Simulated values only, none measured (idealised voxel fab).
Module name: voxel trench capacitor (process module)
Pictured: cross-section cut, 260 nm wide, on a grid of 5 nm square cells.
Notation: cross-section as square-cell grid; stated in bands, top first, going down; one or more cell rows per band.
Quick guide to a band line: top height, bottom height (nm) up front; then every material left to right with its width in nm. Only one material and it's marked "everywhere"? Then it fills the band edge to edge. And "air" just means empty space.
It should be noted that heights are counted from 0, beneath which the wafer as supplied is of one material throughout, and that the lowest band possesses no lower boundary but continues downward, as written in "0..down".
Read "30->40" as a graded width: first number on top, second number at the bottom, same change between each pair of neighbouring rows.
Take "remains unaltered" at face value: in the step it is given for, the cross-section changed in none of its cells.
"Fully closed voids" specifies each empty space that is not open to the top and that occupies no fewer than 8 cells, using the form width x height at distance, the distance measured from the left edge and all three quantities in nm.
If you see something after the settings on a step's line, that's the simulator's own remark about that step.
The line of a step may include "overlay nm". On a step with a mask, this value is how far to the right of its planned place the mask lay. A negative value means the mask lay to the left.

HERE'S WHAT THE PLANNED PROCESS STEPS LOOK LIKE
step 1: RECEIVE | material Si
step 2: CONFORMAL_DEP | material SiN | thk nm 10
step 3: PATTERN | tone open | mask id TRENCH | material resist | width nm 25 | pitch nm 45 | thk nm 15 | overlay nm 0
step 4: DIRECTIONAL_ETCH | etch materials SiN | depth nm 10
step 5: DIRECTIONAL_ETCH | etch materials Si | depth nm 40
step 6: STRIP | etch materials resist
step 7: CONFORMAL_DEP | material Al2O3 | thk nm 5
step 8: CONFORMAL_DEP | material TiN | thk nm 5
step 9: FILL_DEP | material W | thk nm 5
step 10: CMP | height nm 10

RECEIVED-STATE CROSS-SECTION, REFLECTING COMPLETION OF STEP 1
	0..down: Si everywhere
	Fully closed voids: none

THE CROSS-SECTION SHOWN CORRESPONDS TO THE WAFER AT THE CONCLUSION OF THE MODULE. THE INITIAL STRUCTURE AND THE PROCESS PLAN ARE THOSE PRESENTED ABOVE; HOWEVER, ONE MISTAKE OCCURRED IN EXECUTING THE PLAN
	10..0: SiN: 50 / Al2O3: 5 / TiN: 5 / W: 10 / TiN: 5 / Al2O3: 5 / SiN: 15 / Al2O3: 5 / TiN: 5 / W: 10 / TiN: 5 / Al2O3: 5 / SiN: 15 / Al2O3: 5 / TiN: 5 / W: 10 / TiN: 5 / Al2O3: 5 / SiN: 15 / Al2O3: 5 / TiN: 5 / W: 10 / TiN: 5 / Al2O3: 5 / SiN: 45
	0..-30: Si: 50 / Al2O3: 5 / TiN: 5 / W: 10 / TiN: 5 / Al2O3: 5 / Si: 15 / Al2O3: 5 / TiN: 5 / W: 10 / TiN: 5 / Al2O3: 5 / Si: 15 / Al2O3: 5 / TiN: 5 / W: 10 / TiN: 5 / Al2O3: 5 / Si: 15 / Al2O3: 5 / TiN: 5 / W: 10 / TiN: 5 / Al2O3: 5 / Si: 45
	-30..-35: Si: 50 / Al2O3: 5 / TiN: 20 / Al2O3: 5 / Si: 15 / Al2O3: 5 / TiN: 20 / Al2O3: 5 / Si: 15 / Al2O3: 5 / TiN: 20 / Al2O3: 5 / Si: 15 / Al2O3: 5 / TiN: 20 / Al2O3: 5 / Si: 45
	-35..-40: Si: 50 / Al2O3: 30 / Si: 15 / Al2O3: 30 / Si: 15 / Al2O3: 30 / Si: 15 / Al2O3: 30 / Si: 45
	-40..down: Si everywhere
	Fully closed voids: none
What was the processing mistake? off-plan run, step 3, actual operation and settings PATTERN | tone open | mask id TRENCH | material resist | width nm 30 | pitch nm 45 | thk nm 15 | overlay nm 0
